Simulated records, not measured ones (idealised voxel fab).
process module | voxel transistor to metal
cross-section cut | 155 nm wide | cells 5 nm
A cross-section is a grid of square cells, given in bands from the top down. A band is one or more rows of cells.
Each band's line starts with the height of the band's top and of its bottom, in nm. Then come its materials from left to right, each with its width in nm. One material with "throughout" fills the band from edge to edge. "air" is empty space.
Height 0 is the level under which the wafer as received is all one material. The lowest band goes on downwards, as in "0 down".
A width such as "30 to 40" changes by the same amount from each row of cells to the next, from the band's top row to its bottom row.
"no change" after a step means that no cell of the cross-section changed.
closed voids: empty space of 8 cells or more with no open way to the top, each as width x height at its distance from the left edge, in nm
after a step's settings: what the simulator itself notes on the step
overlay nm, on a step with a mask: how far to the right of its planned place the mask lay; to the left if negative
plan
1 op RECEIVE | material Si
2 op CONFORMAL_DEP | material SiO2 | thk nm 5
3 op CONFORMAL_DEP | material SiN | thk nm 15
4 op MASKED_ETCH | tone cover | mask id ACTIVE | width nm 95 | etch materials SiN | depth nm 15 | overlay nm 0
5 op MASKED_ETCH | tone cover | mask id ACTIVE | width nm 95 | etch materials SiO2 | depth nm 5 | overlay nm 0
6 op MASKED_ETCH | tone cover | mask id ACTIVE | width nm 95 | etch materials Si | depth nm 25 | overlay nm -15
7 op FILL_DEP | material SiO2 | thk nm 5
8 op CMP | height nm 20
9 op SELECTIVE_ETCH | etch materials SiO2 | depth nm 15
10 op STRIP | etch materials SiN
11 op SELECTIVE_ETCH | etch materials SiO2 | depth nm 5
12 op OXIDIZE | depth nm 5
13 op DIRECTIONAL_DEP | material polySi | thk nm 20
14 op DIRECTIONAL_DEP | material SiCN | thk nm 10
15 op DIRECTIONAL_DEP | material aC | thk nm 10
16 op PATTERN | tone cover | mask id GATE | material resist | width nm 25 | thk nm 25 | overlay nm 0
17 op DIRECTIONAL_ETCH | etch materials aC | depth nm 10
18 op STRIP | etch materials resist
19 op DIRECTIONAL_ETCH | etch materials SiCN | depth nm 20
20 op DIRECTIONAL_ETCH | etch materials polySi | depth nm 30
21 op STRIP | etch materials aC
22 op CONFORMAL_DEP | material SiO2 | thk nm 5
23 op DIRECTIONAL_ETCH | etch materials SiO2 | depth nm 5
24 op CONFORMAL_DEP | material SiN | thk nm 5
25 op DIRECTIONAL_ETCH | etch materials SiN | depth nm 5
26 op DIRECTIONAL_ETCH | etch materials SiO2 | depth nm 5
27 op EPI | material pSi | thk nm 5
28 op FILL_DEP | material SiO2 | thk nm 10
29 op CMP | height nm 20
30 op STRIP | etch materials polySi
31 op SELECTIVE_ETCH | etch materials SiO2 | depth nm 5
32 op CONFORMAL_DEP | material HfO2 | thk nm 5
33 op CONFORMAL_DEP | material TiN | thk nm 5
34 op FILL_DEP | material W | thk nm 5
35 op CMP | height nm 15
36 op DIRECTIONAL_DEP | material SiO2 | thk nm 15
37 op MASKED_ETCH | tone open | mask id CONTACT | width nm 15 | pitch nm 70 | etch materials SiO2 | depth nm 30 | overlay nm 0
38 op CONFORMAL_DEP | material TiN | thk nm 5
39 op FILL_DEP | material Ru | thk nm 5
40 op CMP | height nm 30
41 op DIRECTIONAL_DEP | material TiN | thk nm 5
42 op DIRECTIONAL_DEP | material W | thk nm 15
43 op PATTERN | tone cover | mask id METAL_1 | material resist | width nm 15 | pitch nm 70 | thk nm 15 | overlay nm 0
44 op DIRECTIONAL_ETCH | etch materials W | depth nm 15
45 op DIRECTIONAL_ETCH | etch materials TiN | depth nm 5
46 op STRIP | etch materials resist
47 op CONFORMAL_DEP | material SiCN | thk nm 5
48 op FILL_DEP | material SiO2 | thk nm 5
49 op CMP | height nm 50
50 op CONFORMAL_DEP | material SiCN | thk nm 5
51 op DIRECTIONAL_DEP | material SiO2 | thk nm 35
52 op PATTERN | tone open | mask id METAL_2 | material resist | width nm 15 | pitch nm 70 | thk nm 20 | overlay nm 0
53 op DIRECTIONAL_ETCH | etch materials SiO2 | depth nm 20
54 op STRIP | etch materials resist
55 op PATTERN | tone open | mask id METAL_2_HOLES | material resist | width nm 15 | pitch nm 70 | thk nm 15 | overlay nm 0
56 op DIRECTIONAL_ETCH | etch materials SiO2 | depth nm 15
57 op DIRECTIONAL_ETCH | etch materials SiCN | depth nm 5
58 op STRIP | etch materials resist
59 op CONFORMAL_DEP | material TiN | thk nm 5
60 op FILL_DEP | material Ru | thk nm 5
61 op CMP | height nm 90
62 op CONFORMAL_DEP | material SiCN | thk nm 5
varied across the wafers: overlay nm of step 6. The plan shows the first wafer's value. All wafers start alike
first wafer as received, after step 1
  0 down: Si throughout
  closed voids: none
first wafer at the end, after step 62
  95 to 90: SiCN throughout
  90 to 55: SiO2 35 | TiN 5 | Ru 5 | TiN 5 | SiO2 55 | TiN 5 | Ru 5 | TiN 5 | SiO2 35
  55 to 50: SiCN 35 | TiN 15 | SiCN 55 | TiN 15 | SiCN 35
  50 to 35: SiO2 30 | SiCN 5 | W 15 | SiCN 5 | SiO2 45 | SiCN 5 | W 15 | SiCN 5 | SiO2 30
  35 to 30: SiCN 35 | TiN 15 | SiCN 55 | TiN 15 | SiCN 35
  30 to 15: SiO2 35 | TiN 5 | Ru 5 | TiN 5 | SiO2 55 | TiN 5 | Ru 5 | TiN 5 | SiO2 35
  15 to 5: SiO2 35 | TiN 5 | Ru 5 | TiN 5 | SiO2 5 | SiN 5 | HfO2 5 | TiN 5 | W 15 | TiN 5 | HfO2 5 | SiN 5 | SiO2 5 | TiN 5 | Ru 5 | TiN 5 | SiO2 35
  5 to 0: SiO2 35 | TiN 15 | SiO2 5 | SiN 5 | HfO2 5 | TiN 25 | HfO2 5 | SiN 5 | SiO2 5 | TiN 15 | SiO2 35
  0 to -5: SiO2 10 | pSi 45 | SiO2 5 | HfO2 35 | SiO2 5 | pSi 30 | SiO2 25
  -5 to -25: SiO2 15 | Si 110 | SiO2 30
  -25 down: Si throughout
  closed voids: none
last wafer at the end
  95 to 90: SiCN throughout
  90 to 55: SiO2 35 | TiN 5 | Ru 5 | TiN 5 | SiO2 55 | TiN 5 | Ru 5 | TiN 5 | SiO2 35
  55 to 50: SiCN 35 | TiN 15 | SiCN 55 | TiN 15 | SiCN 35
  50 to 35: SiO2 30 | SiCN 5 | W 15 | SiCN 5 | SiO2 45 | SiCN 5 | W 15 | SiCN 5 | SiO2 30
  35 to 30: SiCN 35 | TiN 15 | SiCN 55 | TiN 15 | SiCN 35
  30 to 15: SiO2 35 | TiN 5 | Ru 5 | TiN 5 | SiO2 55 | TiN 5 | Ru 5 | TiN 5 | SiO2 35
  15 to 5: SiO2 35 | TiN 5 | Ru 5 | TiN 5 | SiO2 5 | SiN 5 | HfO2 5 | TiN 5 | W 15 | TiN 5 | HfO2 5 | SiN 5 | SiO2 5 | TiN 5 | Ru 5 | TiN 5 | SiO2 35
  5 to 0: SiO2 35 | TiN 15 | SiO2 5 | SiN 5 | HfO2 5 | TiN 25 | HfO2 5 | SiN 5 | SiO2 5 | TiN 15 | SiO2 35
  0 to -5: SiO2 25 | pSi 30 | SiO2 5 | HfO2 35 | SiO2 5 | pSi 45 | SiO2 10
  -5 to -25: SiO2 30 | Si 110 | SiO2 15
  -25 down: Si throughout
  closed voids: none
each wafer at the end: cells of each material gained (+) or lost (-) since it was received, then its closed voids
overlay nm -15 | +13 HfO2 | +24 Ru | -67 Si | +93 SiCN | +6 SiN | +406 SiO2 | +75 TiN | +24 W | +15 pSi | closed voids: none
overlay nm -10 | +13 HfO2 | +24 Ru | -71 Si | +93 SiCN | +6 SiN | +411 SiO2 | +75 TiN | +24 W | +14 pSi | closed voids: none
overlay nm -5 | +13 HfO2 | +24 Ru | -75 Si | +93 SiCN | +6 SiN | +416 SiO2 | +75 TiN | +24 W | +13 pSi | closed voids: none
overlay nm 0 | +13 HfO2 | +24 Ru | -79 Si | +93 SiCN | +6 SiN | +421 SiO2 | +75 TiN | +24 W | +12 pSi | closed voids: none
overlay nm 5 | +13 HfO2 | +24 Ru | -75 Si | +93 SiCN | +6 SiN | +416 SiO2 | +75 TiN | +24 W | +13 pSi | closed voids: none
overlay nm 10 | +13 HfO2 | +24 Ru | -71 Si | +93 SiCN | +6 SiN | +411 SiO2 | +75 TiN | +24 W | +14 pSi | closed voids: none
overlay nm 15 | +13 HfO2 | +24 Ru | -67 Si | +93 SiCN | +6 SiN | +406 SiO2 | +75 TiN | +24 W | +15 pSi | closed voids: none
